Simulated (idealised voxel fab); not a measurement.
process module | voxel fin reveal
cross-section cut | 250 nm wide | cells 5 nm
A cross-section is a grid of square cells, given in bands from the top down. A band is one or more rows of cells.
Each band's line starts with the height of the band's top and of its bottom, in nm. Then come its materials from left to right, each with its width in nm. One material with "throughout" fills the band from edge to edge. "air" is empty space.
Height 0 is the level under which the wafer as received is all one material. The lowest band goes on downwards, as in "0 down".
A width such as "30 to 40" changes by the same amount from each row of cells to the next, from the band's top row to its bottom row.
"no change" after a step means that no cell of the cross-section changed.
closed voids: empty space of 8 cells or more with no open way to the top, each as width x height at its distance from the left edge, in nm
after a step's settings: what the simulator itself notes on the step
overlay nm, on a step with a mask: how far to the right of its planned place the mask lay; to the left if negative
plan
1 op RECEIVE | material Si
2 op CONFORMAL_DEP | material SiN | thk nm 10
3 op DIRECTIONAL_DEP | material aC | thk nm 10
4 op PATTERN | tone cover | mask id FINS | material resist | width nm 15 | pitch nm 40 | thk nm 25 | overlay nm 0
5 op DIRECTIONAL_ETCH | etch materials aC | depth nm 10
6 op STRIP | etch materials resist
7 op DIRECTIONAL_ETCH | etch materials SiN | depth nm 10
8 op DIRECTIONAL_ETCH | etch materials Si | depth nm 40
9 op STRIP | etch materials aC
10 op OXIDIZE | depth nm 5
11 op FILL_DEP | material SiO2 | thk nm 15
12 op CMP | height nm 10
13 op SELECTIVE_ETCH | etch materials SiO2 | depth nm 20
14 op STRIP | etch materials SiN
as received, after step 1
  0 down: Si throughout
  closed voids: none
a wafer at the end: this start, this plan, one mistake
  0 to -10: air 90 | Si 5 | air 35 | Si 5 | air 115
  -10 to -45: SiO2 90 | Si 5 | SiO2 35 | Si 5 | SiO2 115
  -45 down: Si throughout
  closed voids: none
what went wrong: step 4 ran as: op PATTERN | tone cover | mask id FINS | material resist | width nm 15 | pitch nm 40 | thk nm 25 | overlay nm -10
